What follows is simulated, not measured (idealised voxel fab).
This section sets out a process module, namely voxel self aligned vias.
In the cross-section labelled cut, the width is 215 nm and each square cell is 5 nm.
For the purposes of this document, a cross-section shall be understood as a grid of square cells, specified as bands listed in top-to-bottom order, each band consisting of one or more rows of cells. Basically the band line says how high the top is and how high the bottom is, in nm, and then what's in it from left to right, every material with its width in nm. Empty space shows up as "air", and if a single material carries "throughout" it runs the full band edge to edge. We count height from 0. Below that, the starting wafer is all one material. The lowest band never ends at the bottom but goes on down; see "0..down" for how that is written. A two-number width, for instance "30..40", indicates that the width is equal to the first number in the top row of the band and to the second number in the bottom row, and that it changes by a constant amount per row of cells. "remains unaltered" after a step means that no cell of the cross-section changed. "Entrapped voids" enumerates empty spaces isolated from the top, with no open way to it, that contain at least 8 cells, giving each as width x height at distance from the left edge, all three in nm. That trailing text on a step's line, after the settings, is the simulator's own remark on the step. "overlay nm" answers the question of how far to the right of plan the mask lay on a step that has a mask, and when it is negative the answer is to the left.
The process steps that were planned are listed below:
step 1: RECEIVE, material Si
step 2: CONFORMAL_DEP, material SiO2, thk nm 10
step 3: CONFORMAL_DEP, material SiCN, thk nm 5
step 4: DIRECTIONAL_DEP, material lowk, thk nm 20
step 5: MASKED_ETCH, tone open, mask id LINES, width nm 30, pitch nm 60, etch materials lowk, depth nm 20, overlay nm 0
step 6: CONFORMAL_DEP, material TiN, thk nm 5
step 7: FILL_DEP, material W, thk nm 5
step 8: CMP, height nm 35
step 9: SELECTIVE_ETCH, etch materials W Ru TiN, depth nm 10
step 10: FILL_DEP, material SiN, thk nm 10
step 11: CMP, height nm 35
step 12: DIRECTIONAL_DEP, material lowk, thk nm 20
step 13: PATTERN, tone open, mask id VIAS, material resist, width nm 40, pitch nm 60, thk nm 15, overlay nm 0
step 14: DIRECTIONAL_ETCH, etch materials lowk, depth nm 20
step 15: DIRECTIONAL_ETCH, etch materials SiN, depth nm 10
step 16: STRIP, etch materials resist
step 17: CONFORMAL_DEP, material TiN, thk nm 5
step 18: FILL_DEP, material Cu, thk nm 10
step 19: CMP, height nm 55
step 20: CONFORMAL_DEP, material SiCN, thk nm 5
First of two wafers, processed according to plan:
Wafer at receipt (post step 1), cross-section:
	0..down | Si throughout
	Entrapped voids: none
Sectional view: wafer, after step 2:
	10..0 | SiO2 throughout
	Under the height 0 nothing was changed.
Sectional view: wafer, after step 3:
	15..10 | SiCN throughout
	Under the height 10 nothing was changed.
Sectional view: wafer, after step 4:
	35..15 | lowk throughout
	Under the height 15 nothing was changed.
Sectional view: wafer, after step 5:
	35..15 | lowk 30 nm / air 30 nm / lowk 30 nm / air 30 nm / lowk 30 nm / air 30 nm / lowk 35 nm
	Under the height 15 nothing was changed.
Sectional view: wafer, after step 6:
	40..35 | TiN 35 nm / air 20 nm / TiN 40 nm / air 20 nm / TiN 40 nm / air 20 nm / TiN 40 nm
	35..20 | lowk 30 nm / TiN 5 nm / air 20 nm / TiN 5 nm / lowk 30 nm / TiN 5 nm / air 20 nm / TiN 5 nm / lowk 30 nm / TiN 5 nm / air 20 nm / TiN 5 nm / lowk 35 nm
	20..15 | lowk 30 nm / TiN 30 nm / lowk 30 nm / TiN 30 nm / lowk 30 nm / TiN 30 nm / lowk 35 nm
	Under the height 15 nothing was changed.
Sectional view: wafer, after step 7:
	45..40 | W throughout
	40..35 | TiN 35 nm / W 20 nm / TiN 40 nm / W 20 nm / TiN 40 nm / W 20 nm / TiN 40 nm
	35..20 | lowk 30 nm / TiN 5 nm / W 20 nm / TiN 5 nm / lowk 30 nm / TiN 5 nm / W 20 nm / TiN 5 nm / lowk 30 nm / TiN 5 nm / W 20 nm / TiN 5 nm / lowk 35 nm
	Under the height 20 nothing was changed.
Sectional view: wafer, after step 8:
	35..20 | lowk 30 nm / TiN 5 nm / W 20 nm / TiN 5 nm / lowk 30 nm / TiN 5 nm / W 20 nm / TiN 5 nm / lowk 30 nm / TiN 5 nm / W 20 nm / TiN 5 nm / lowk 35 nm
	Under the height 20 nothing was changed.
Sectional view: wafer, after step 9:
	35..25 | lowk 30 nm / air 30 nm / lowk 30 nm / air 30 nm / lowk 30 nm / air 30 nm / lowk 35 nm
	Under the height 25 nothing was changed.
Sectional view: wafer, after step 10:
	45..35 | SiN throughout
	35..25 | lowk 30 nm / SiN 30 nm / lowk 30 nm / SiN 30 nm / lowk 30 nm / SiN 30 nm / lowk 35 nm
	Under the height 25 nothing was changed.
Sectional view: wafer, after step 11:
	35..25 | lowk 30 nm / SiN 30 nm / lowk 30 nm / SiN 30 nm / lowk 30 nm / SiN 30 nm / lowk 35 nm
	Under the height 25 nothing was changed.
Sectional view: wafer, after step 12:
	55..35 | lowk throughout
	Under the height 35 nothing was changed.
Sectional view: wafer, after step 13:
	70..55 | resist 25 nm / air 40 nm / resist 20 nm / air 40 nm / resist 20 nm / air 40 nm / resist 30 nm
	Under the height 55 nothing was changed.
Sectional view: wafer, after step 14:
	70..55 | resist 25 nm / air 40 nm / resist 20 nm / air 40 nm / resist 20 nm / air 40 nm / resist 30 nm
	55..35 | lowk 25 nm / air 40 nm / lowk 20 nm / air 40 nm / lowk 20 nm / air 40 nm / lowk 30 nm
	Under the height 35 nothing was changed.
Sectional view: wafer, after step 15:
	70..55 | resist 25 nm / air 40 nm / resist 20 nm / air 40 nm / resist 20 nm / air 40 nm / resist 30 nm
	55..35 | lowk 25 nm / air 40 nm / lowk 20 nm / air 40 nm / lowk 20 nm / air 40 nm / lowk 30 nm
	35..25 | lowk 30 nm / air 30 nm / lowk 30 nm / air 30 nm / lowk 30 nm / air 30 nm / lowk 35 nm
	Under the height 25 nothing was changed.
Sectional view: wafer, after step 16:
	55..35 | lowk 25 nm / air 40 nm / lowk 20 nm / air 40 nm / lowk 20 nm / air 40 nm / lowk 30 nm
	Under the height 35 nothing was changed.
Sectional view: wafer, after step 17:
	60..55 | TiN 30 nm / air 30 nm / TiN 30 nm / air 30 nm / TiN 30 nm / air 30 nm / TiN 35 nm
	55..40 | lowk 25 nm / TiN 5 nm / air 30 nm / TiN 5 nm / lowk 20 nm / TiN 5 nm / air 30 nm / TiN 5 nm / lowk 20 nm / TiN 5 nm / air 30 nm / TiN 5 nm / lowk 30 nm
	40..30 | lowk 25..30 nm / TiN 10..5 nm / air 20 nm / TiN 10..5 nm / lowk 20..30 nm / TiN 10..5 nm / air 20 nm / TiN 10..5 nm / lowk 20..30 nm / TiN 10..5 nm / air 20 nm / TiN 10..5 nm / lowk 30..35 nm
	30..25 | lowk 30 nm / TiN 30 nm / lowk 30 nm / TiN 30 nm / lowk 30 nm / TiN 30 nm / lowk 35 nm
	Under the height 25 nothing was changed.
Sectional view: wafer, after step 18:
	70..60 | Cu throughout
	60..55 | TiN 30 nm / Cu 30 nm / TiN 30 nm / Cu 30 nm / TiN 30 nm / Cu 30 nm / TiN 35 nm
	55..40 | lowk 25 nm / TiN 5 nm / Cu 30 nm / TiN 5 nm / lowk 20 nm / TiN 5 nm / Cu 30 nm / TiN 5 nm / lowk 20 nm / TiN 5 nm / Cu 30 nm / TiN 5 nm / lowk 30 nm
	40..30 | lowk 25..30 nm / TiN 10..5 nm / Cu 20 nm / TiN 10..5 nm / lowk 20..30 nm / TiN 10..5 nm / Cu 20 nm / TiN 10..5 nm / lowk 20..30 nm / TiN 10..5 nm / Cu 20 nm / TiN 10..5 nm / lowk 30..35 nm
	Under the height 30 nothing was changed.
Sectional view: wafer, after step 19:
	55..40 | lowk 25 nm / TiN 5 nm / Cu 30 nm / TiN 5 nm / lowk 20 nm / TiN 5 nm / Cu 30 nm / TiN 5 nm / lowk 20 nm / TiN 5 nm / Cu 30 nm / TiN 5 nm / lowk 30 nm
	Under the height 40 nothing was changed.
Sectional view: wafer, after step 20:
	60..55 | SiCN throughout
	Under the height 55 nothing was changed.
The Second Wafer: Common Origin and Plan, One Mistake in Execution, Identical to the First Through Step 4:
At the planned end of step 5, the second wafer in cross-section:
	35..15 | air 30 nm / lowk 30 nm / air 30 nm / lowk 30 nm / air 30 nm / lowk 30 nm / air 35 nm
	Under the height 15 nothing was changed.
At the planned end of step 6, the second wafer in cross-section:
	40..35 | air 25 nm / TiN 40 nm / air 20 nm / TiN 40 nm / air 20 nm / TiN 40 nm / air 30 nm
	35..20 | air 25 nm / TiN 5 nm / lowk 30 nm / TiN 5 nm / air 20 nm / TiN 5 nm / lowk 30 nm / TiN 5 nm / air 20 nm / TiN 5 nm / lowk 30 nm / TiN 5 nm / air 30 nm
	20..15 | TiN 30 nm / lowk 30 nm / TiN 30 nm / lowk 30 nm / TiN 30 nm / lowk 30 nm / TiN 35 nm
	Under the height 15 nothing was changed.
At the planned end of step 7, the second wafer in cross-section:
	45..40 | W throughout
	40..35 | W 25 nm / TiN 40 nm / W 20 nm / TiN 40 nm / W 20 nm / TiN 40 nm / W 30 nm
	35..20 | W 25 nm / TiN 5 nm / lowk 30 nm / TiN 5 nm / W 20 nm / TiN 5 nm / lowk 30 nm / TiN 5 nm / W 20 nm / TiN 5 nm / lowk 30 nm / TiN 5 nm / W 30 nm
	Under the height 20 nothing was changed.
At the planned end of step 8, the second wafer in cross-section:
	35..20 | W 25 nm / TiN 5 nm / lowk 30 nm / TiN 5 nm / W 20 nm / TiN 5 nm / lowk 30 nm / TiN 5 nm / W 20 nm / TiN 5 nm / lowk 30 nm / TiN 5 nm / W 30 nm
	Under the height 20 nothing was changed.
At the planned end of step 9, the second wafer in cross-section:
	35..25 | air 30 nm / lowk 30 nm / air 30 nm / lowk 30 nm / air 30 nm / lowk 30 nm / air 35 nm
	Under the height 25 nothing was changed.
At the planned end of step 10, the second wafer in cross-section:
	45..35 | SiN throughout
	35..25 | SiN 30 nm / lowk 30 nm / SiN 30 nm / lowk 30 nm / SiN 30 nm / lowk 30 nm / SiN 35 nm
	Under the height 25 nothing was changed.
At the planned end of step 11, the second wafer in cross-section:
	35..25 | SiN 30 nm / lowk 30 nm / SiN 30 nm / lowk 30 nm / SiN 30 nm / lowk 30 nm / SiN 35 nm
	Under the height 25 nothing was changed.
At the planned end of step 12, the second wafer in cross-section:
	55..35 | lowk throughout
	Under the height 35 nothing was changed.
At the planned end of step 13, the second wafer in cross-section:
	70..55 | resist 25 nm / air 40 nm / resist 20 nm / air 40 nm / resist 20 nm / air 40 nm / resist 30 nm
	Under the height 55 nothing was changed.
At the planned end of step 14, the second wafer in cross-section:
	70..55 | resist 25 nm / air 40 nm / resist 20 nm / air 40 nm / resist 20 nm / air 40 nm / resist 30 nm
	55..35 | lowk 25 nm / air 40 nm / lowk 20 nm / air 40 nm / lowk 20 nm / air 40 nm / lowk 30 nm
	Under the height 35 nothing was changed.
At the planned end of step 15, the second wafer in cross-section:
	70..55 | resist 25 nm / air 40 nm / resist 20 nm / air 40 nm / resist 20 nm / air 40 nm / resist 30 nm
	55..35 | lowk 25 nm / air 40 nm / lowk 20 nm / air 40 nm / lowk 20 nm / air 40 nm / lowk 30 nm
	35..25 | SiN 25 nm / air 5 nm / lowk 30 nm / air 5 nm / SiN 20 nm / air 5 nm / lowk 30 nm / air 5 nm / SiN 20 nm / air 5 nm / lowk 30 nm / air 5 nm / SiN 30 nm
	Under the height 25 nothing was changed.
At the planned end of step 16, the second wafer in cross-section:
	55..35 | lowk 25 nm / air 40 nm / lowk 20 nm / air 40 nm / lowk 20 nm / air 40 nm / lowk 30 nm
	Under the height 35 nothing was changed.
At the planned end of step 17, the second wafer in cross-section:
	60..55 | TiN 30 nm / air 30 nm / TiN 30 nm / air 30 nm / TiN 30 nm / air 30 nm / TiN 35 nm
	55..40 | lowk 25 nm / TiN 5 nm / air 30 nm / TiN 5 nm / lowk 20 nm / TiN 5 nm / air 30 nm / TiN 5 nm / lowk 20 nm / TiN 5 nm / air 30 nm / TiN 5 nm / lowk 30 nm
	40..35 | lowk 25 nm / TiN 40 nm / lowk 20 nm / TiN 40 nm / lowk 20 nm / TiN 40 nm / lowk 30 nm
	35..25 | SiN 25 nm / TiN 5 nm / lowk 30 nm / TiN 5 nm / SiN 20 nm / TiN 5 nm / lowk 30 nm / TiN 5 nm / SiN 20 nm / TiN 5 nm / lowk 30 nm / TiN 5 nm / SiN 30 nm
	Under the height 25 nothing was changed.
At the planned end of step 18, the second wafer in cross-section:
	70..60 | Cu throughout
	60..55 | TiN 30 nm / Cu 30 nm / TiN 30 nm / Cu 30 nm / TiN 30 nm / Cu 30 nm / TiN 35 nm
	55..40 | lowk 25 nm / TiN 5 nm / Cu 30 nm / TiN 5 nm / lowk 20 nm / TiN 5 nm / Cu 30 nm / TiN 5 nm / lowk 20 nm / TiN 5 nm / Cu 30 nm / TiN 5 nm / lowk 30 nm
	Under the height 40 nothing was changed.
At the planned end of step 19, the second wafer in cross-section:
	55..40 | lowk 25 nm / TiN 5 nm / Cu 30 nm / TiN 5 nm / lowk 20 nm / TiN 5 nm / Cu 30 nm / TiN 5 nm / lowk 20 nm / TiN 5 nm / Cu 30 nm / TiN 5 nm / lowk 30 nm
	Under the height 40 nothing was changed.
At the planned end of step 20, the second wafer in cross-section:
	60..55 | SiCN throughout
	Under the height 55 nothing was changed.
What broke from the plan during processing? step 5: run off-plan, actual operation and settings MASKED_ETCH, tone cover, mask id LINES, width nm 30, pitch nm 60, etch materials lowk, depth nm 20, overlay nm 0
At the finish, the second wafer shows more or fewer cells for some materials than the first does: -24 Cu | +38 SiN | +7 TiN | +7 W | -28 lowk
